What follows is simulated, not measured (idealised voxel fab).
Process module heading - voxel transistor to metal
For reference, the cross-section in this document is cut, with width 160 nm and square cells of 5 nm.
How to read a cross-section here: the picture is a grid of square cells, written as bands going from the top down, and any band can span one or more rows of cells.
What a band's entry tells you: where the top is and where the bottom is, as heights in nm, and after that what lies inside, material by material from left to right, each with its width in nm. Empty space is written as the word "empty", and a single material marked with the word "full width" occupies the band from edge to edge.
Convention: height 0 is the level below which the wafer, as received, is all one material. The lowest band does not terminate at the bottom but continues downward, represented as "top 0, no bottom".
The notation "30 to 40" denotes a width that varies across the rows of cells in the band, beginning at the first number in the top row, finishing at the second number in the bottom row, and changing by an identical amount from each row to the next.
"nothing was modified" for a step: no cell of the cross-section changed in that step.
This entry, "Enclosed empty spaces", enumerates those empty regions of no fewer than 8 cells that possess no open connection to the top. Each region is reported in the form width x height at distance, the distance being taken from the left edge, with all three quantities expressed in nm.
after a step's settings: what the simulator itself notes on the step
overlay nm: where the mask lay relative to plan, measured to the right, on steps with a mask; negatives go left.
The following list gives the planned process steps:
1: RECEIVE,material Si
2: CONFORMAL_DEP,material SiO2,thk nm 5
3: CONFORMAL_DEP,material SiN,thk nm 10
4: MASKED_ETCH,tone cover,mask id ACTIVE,width nm 110,etch materials SiN,depth nm 10,overlay nm 0
5: MASKED_ETCH,tone cover,mask id ACTIVE,width nm 110,etch materials SiO2,depth nm 5,overlay nm 0
6: MASKED_ETCH,tone cover,mask id ACTIVE,width nm 110,etch materials Si,depth nm 35,overlay nm 0
7: OXIDIZE,depth nm 5
8: FILL_DEP,material SiO2,thk nm 5
9: CMP,height nm 15
10: SELECTIVE_ETCH,etch materials SiO2,depth nm 10
11: STRIP,etch materials SiN
12: SELECTIVE_ETCH,etch materials SiO2,depth nm 5
13: OXIDIZE,depth nm 5
14: DIRECTIONAL_DEP,material polySi,thk nm 20
15: DIRECTIONAL_DEP,material SiCN,thk nm 10
16: MASKED_ETCH,tone cover,mask id GATE,width nm 20,etch materials SiCN,depth nm 20,overlay nm 0
17: MASKED_ETCH,tone cover,mask id GATE,width nm 20,etch materials polySi,depth nm 30,overlay nm 0
18: CONFORMAL_DEP,material SiN,thk nm 10
19: DIRECTIONAL_ETCH,etch materials SiN,depth nm 10
20: DIRECTIONAL_ETCH,etch materials SiO2,depth nm 5
21: DIRECTIONAL_ETCH,etch materials Si,depth nm 10
22: EPI,material nSi,thk nm 10
23: FILL_DEP,material SiO2,thk nm 10
24: CMP,height nm 30
25: DIRECTIONAL_DEP,material SiO2,thk nm 15
26: MASKED_ETCH,tone open,mask id CONTACT,width nm 30,pitch nm 60,etch materials SiO2,depth nm 50,overlay nm 0
27: CONFORMAL_DEP,material TiN,thk nm 5
28: FILL_DEP,material W,thk nm 10
29: CMP,height nm 45
30: DIRECTIONAL_DEP,material TiN,thk nm 5
31: DIRECTIONAL_DEP,material W,thk nm 25
32: PATTERN,tone cover,mask id METAL_1,material resist,width nm 20,pitch nm 70,thk nm 15,overlay nm 0
33: DIRECTIONAL_ETCH,etch materials W,depth nm 25
34: DIRECTIONAL_ETCH,etch materials TiN,depth nm 5
35: STRIP,etch materials resist
36: CONFORMAL_DEP,material SiCN,thk nm 5
37: FILL_DEP,material SiO2,thk nm 5
38: CMP,height nm 75
39: CONFORMAL_DEP,material SiCN,thk nm 5
Incoming wafer, cross-sectional view, post step 1:
	top 0, no bottom = Si full width
	Enclosed empty spaces: none
The plan above was carried out on the starting structure above with one mistake, and this cross-section shows the wafer at the end of the module:
	top 80, bottom 75 = SiCN full width
	top 75, bottom 65 = 30 of SiO2, then 5 of SiCN, then 20 of W, then 5 of SiCN, then 40 of SiO2, then 5 of SiCN, then 20 of W, then 5 of SiCN, then 30 of SiO2
	top 65, bottom 60 = 35 of SiCN, then 20 of TiN, then 50 of SiCN, then 20 of TiN, then 35 of SiCN
	top 60, bottom 50 = W full width
	top 50, bottom 45 = 40 of TiN, then 20 of W, then 40 of TiN, then 20 of W, then 40 of TiN
	top 45, bottom 35 = 35 of SiO2, then 5 of TiN, then 20 of W, then 5 of TiN, then 30 of SiO2, then 5 of TiN, then 20 of W, then 5 of TiN, then 35 of SiO2
	top 35, bottom 30 = 35 of SiO2, then 5 of TiN, then 15 of W, then 10 of TiN, then 30 of SiO2, then 10 of TiN, then 15 of W, then 5 of TiN, then 35 of SiO2
	top 30, bottom 20 = 35 of SiO2, then 5 of TiN, then 15 of W, then 5 of TiN, then 10 of SiN, then 20 of SiCN, then 10 of SiN, then 5 of TiN, then 15 of W, then 5 of TiN, then 35 of SiO2
	top 20, bottom 10 = 35 of SiO2, then 5 of TiN, then 15 of W, then 5 of TiN, then 10 of SiN, then 20 of polySi, then 10 of SiN, then 5 of TiN, then 15 of W, then 5 of TiN, then 35 of SiO2
	top 10, bottom 5 = 35 of SiO2, then 5 of TiN, then 5 of W, then 15 of TiN, then 10 of SiN, then 20 of polySi, then 10 of SiN, then 15 of TiN, then 5 of W, then 5 of TiN, then 35 of SiO2
	top 5, bottom 0 = 35 of SiO2, then 5 of TiN, then 5 of W, then 5 of TiN, then 10 of nSi, then 10 of SiN, then 20 of polySi, then 10 of SiN, then 10 of nSi, then 5 of TiN, then 5 of W, then 5 of TiN, then 35 of SiO2
	top 0, bottom -5 = 35 of SiO2, then 15 of TiN, then 10 of nSi, then 40 of SiO2, then 10 of nSi, then 15 of TiN, then 35 of SiO2
	top -5, bottom -15 = 30 of SiO2, then 30 of nSi, then 40 of Si, then 30 of nSi, then 30 of SiO2
	top -15, bottom -40 = 30 of SiO2, then 100 of Si, then 30 of SiO2
	top -40, no bottom = Si full width
	Enclosed empty spaces: none
The plan and the run diverged here: step 29 was dropped from the plan's execution and never run
